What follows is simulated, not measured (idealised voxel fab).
Documented hereafter: the process module known as voxel wiring stack.
Section cut is 280 nm wide and gridded with 5 nm square cells.
Bands, listed from the top down, are how a cross-section gets written in this document; the cross-section itself is a grid of square cells, and a band is one or more rows of them.
Band: top height; bottom height; in nm. Then, left to right: material with width in nm, for each material. "all across": a single material spanning edge to edge. "empty": empty space.
Zero point of the height axis is 0; under it, received wafer = one material. Lowest band: continues down indefinitely, "0 down".
When a width is written as two numbers, as in "30 to 40", the first number is the width in the top row of cells of the band and the second is the width in its bottom row, and the width changes by the same amount from each row to the next.
For the purposes of this document, the phrase "stayed the same" attached to a step denotes that no cell within the cross-section was modified by that step.
You'll see "Closed void inventory" listing empty spaces that have no way open to the top, as long as they're 8 cells or more; the notation is width x height at distance, where the distance is from the left edge, and all of it is in nm.
after a step's settings: what the simulator itself notes on the step
The optional step-line setting "overlay nm" applies to steps with a mask and quantifies how far to the right of its planned location the mask lay, a negative value indicating leftward placement.

The planned process steps are enumerated hereunder
1. RECEIVE | material Si
2. CONFORMAL_DEP | material SiO2 | thk nm 10
3. CONFORMAL_DEP | material SiCN | thk nm 5
4. DIRECTIONAL_DEP | material SiO2 | thk nm 25
5. MASKED_ETCH | tone open | mask id METAL_1 | width nm 30 | pitch nm 60 | etch materials SiO2 | depth nm 25 | overlay nm 0
6. MASKED_ETCH | tone open | mask id METAL_1 | width nm 30 | pitch nm 60 | etch materials SiCN | depth nm 5 | overlay nm 0
7. CONFORMAL_DEP | material TiN | thk nm 5
8. FILL_DEP | material Cu | thk nm 10
9. CMP | height nm 40
10. EPI | material Ru | thk nm 5
11. FILL_DEP | material SiCN | thk nm 5
12. DIRECTIONAL_DEP | material lowk | thk nm 15
13. DIRECTIONAL_DEP | material aC | thk nm 10
14. PATTERN | tone open | mask id PLUG_1 | material resist | width nm 15 | pitch nm 60 | thk nm 25 | overlay nm 0
15. DIRECTIONAL_ETCH | etch materials aC | depth nm 10
16. STRIP | etch materials resist
17. DIRECTIONAL_ETCH | etch materials lowk | depth nm 15
18. DIRECTIONAL_ETCH | etch materials SiCN | depth nm 5
19. STRIP | etch materials aC
20. CONFORMAL_DEP | material TiN | thk nm 5
21. FILL_DEP | material Cu | thk nm 5
22. CMP | height nm 65
23. DIRECTIONAL_DEP | material TiN | thk nm 5
24. DIRECTIONAL_DEP | material W | thk nm 25
25. MASKED_ETCH | tone cover | mask id METAL_2 | width nm 30 | pitch nm 60 | etch materials W | depth nm 25 | overlay nm 0
26. MASKED_ETCH | tone cover | mask id METAL_2 | width nm 30 | pitch nm 60 | etch materials TiN | depth nm 5 | overlay nm 0
27. CONFORMAL_DEP | material SiN | thk nm 5
28. FILL_DEP | material lowk | thk nm 10
29. CMP | height nm 95
30. CONFORMAL_DEP | material SiCN | thk nm 5
31. DIRECTIONAL_DEP | material lowk | thk nm 15
32. DIRECTIONAL_DEP | material aC | thk nm 15
33. PATTERN | tone open | mask id PLUG_2 | material resist | width nm 15 | pitch nm 60 | thk nm 35 | overlay nm 0
34. DIRECTIONAL_ETCH | etch materials aC | depth nm 15
35. STRIP | etch materials resist
36. DIRECTIONAL_ETCH | etch materials lowk | depth nm 15
37. DIRECTIONAL_ETCH | etch materials SiCN | depth nm 5
38. STRIP | etch materials aC
39. CONFORMAL_DEP | material TiN | thk nm 5
40. FILL_DEP | material Cu | thk nm 10
41. CMP | height nm 115
42. DIRECTIONAL_DEP | material TiN | thk nm 5
43. DIRECTIONAL_DEP | material W | thk nm 25
44. DIRECTIONAL_DEP | material aC | thk nm 10
45. PATTERN | tone cover | mask id METAL_3 | material resist | width nm 30 | pitch nm 60 | thk nm 30 | overlay nm 0
46. DIRECTIONAL_ETCH | etch materials aC | depth nm 10
47. STRIP | etch materials resist
48. DIRECTIONAL_ETCH | etch materials W | depth nm 25
49. DIRECTIONAL_ETCH | etch materials TiN | depth nm 5
50. STRIP | etch materials aC
51. FILL_DEP | material lowk | thk nm 10
52. CMP | height nm 145
53. CONFORMAL_DEP | material SiN | thk nm 5

This is the cross-section of the wafer as we received it, i.e. after step 1
  0 down | Si all across
  Closed void inventory: none

First of two wafers: cross-section at end of module, run per plan
  150 to 145 | SiN all across
  145 to 120 | 95 nm lowk, then 30 nm W, then 30 nm lowk, then 30 nm W, then 95 nm lowk
  120 to 115 | 95 nm lowk, then 30 nm TiN, then 30 nm lowk, then 30 nm TiN, then 95 nm lowk
  115 to 100 | 95 nm lowk, then 5 nm TiN, then 5 nm Cu, then 5 nm TiN, then 45 nm lowk, then 5 nm TiN, then 5 nm Cu, then 5 nm TiN, then 110 nm lowk
  100 to 95 | 95 nm SiCN, then 15 nm TiN, then 45 nm SiCN, then 15 nm TiN, then 110 nm SiCN
  95 to 70 | 90 nm lowk, then 5 nm SiN, then 30 nm W, then 5 nm SiN, then 20 nm lowk, then 5 nm SiN, then 30 nm W, then 5 nm SiN, then 90 nm lowk
  70 to 65 | 95 nm SiN, then 30 nm TiN, then 30 nm SiN, then 30 nm TiN, then 95 nm SiN
  65 to 50 | 95 nm lowk, then 5 nm TiN, then 5 nm Cu, then 5 nm TiN, then 45 nm lowk, then 5 nm TiN, then 5 nm Cu, then 5 nm TiN, then 110 nm lowk
  50 to 45 | 95 nm SiCN, then 15 nm TiN, then 45 nm SiCN, then 15 nm TiN, then 110 nm SiCN
  45 to 40 | 90 nm SiCN, then 40 nm Ru, then 20 nm SiCN, then 40 nm Ru, then 90 nm SiCN
  40 to 15 | 95 nm SiO2, then 5 nm TiN, then 20 nm Cu, then 5 nm TiN, then 30 nm SiO2, then 5 nm TiN, then 20 nm Cu, then 5 nm TiN, then 95 nm SiO2
  15 to 10 | 95 nm SiCN, then 30 nm TiN, then 30 nm SiCN, then 30 nm TiN, then 95 nm SiCN
  10 to 0 | SiO2 all across
  0 down | Si all across
  Closed void inventory: none

So this is wafer number two of the two, cut at the end of the module - it started where the first did and had the same plan, we just got one thing wrong running it
  150 to 145 | SiN all across
  145 to 120 | 95 nm lowk, then 30 nm W, then 30 nm lowk, then 30 nm W, then 95 nm lowk
  120 to 115 | 95 nm lowk, then 30 nm TiN, then 30 nm lowk, then 30 nm TiN, then 95 nm lowk
  115 to 100 | 95 nm lowk, then 5 nm TiN, then 5 nm Cu, then 5 nm TiN, then 45 nm lowk, then 5 nm TiN, then 5 nm Cu, then 5 nm TiN, then 110 nm lowk
  100 to 95 | 95 nm SiCN, then 15 nm TiN, then 45 nm SiCN, then 15 nm TiN, then 110 nm SiCN
  95 to 75 | 85 nm lowk, then 5 nm SiN, then 30 nm W, then 5 nm SiN, then 20 nm lowk, then 5 nm SiN, then 30 nm W, then 5 nm SiN, then 95 nm lowk
  75 to 70 | 85 nm lowk, then 5 nm SiN, then 30 nm W, then 10 nm SiN, then 15 nm lowk, then 5 nm SiN, then 30 nm W, then 10 nm SiN, then 90 nm lowk
  70 to 65 | 90 nm SiN, then 35 nm TiN, then 25 nm SiN, then 35 nm TiN, then 95 nm SiN
  65 to 50 | 95 nm lowk, then 5 nm TiN, then 5 nm Cu, then 5 nm TiN, then 45 nm lowk, then 5 nm TiN, then 5 nm Cu, then 5 nm TiN, then 110 nm lowk
  50 to 45 | 95 nm SiCN, then 15 nm TiN, then 45 nm SiCN, then 15 nm TiN, then 110 nm SiCN
  45 to 40 | 90 nm SiCN, then 40 nm Ru, then 20 nm SiCN, then 40 nm Ru, then 90 nm SiCN
  40 to 15 | 95 nm SiO2, then 5 nm TiN, then 20 nm Cu, then 5 nm TiN, then 30 nm SiO2, then 5 nm TiN, then 20 nm Cu, then 5 nm TiN, then 95 nm SiO2
  15 to 10 | 95 nm SiCN, then 30 nm TiN, then 30 nm SiCN, then 30 nm TiN, then 95 nm SiCN
  10 to 0 | SiO2 all across
  0 down | Si all across
  Closed void inventory: none
Error vs. plan: step 25 was not run as planned; what actually ran was MASKED_ETCH | tone cover | mask id METAL_2 | width nm 30 | pitch nm 60 | etch materials W | depth nm 25 | overlay nm -5
Final comparison by cell count, materials where the second wafer has more or fewer than the first: TiN +2 | lowk -2
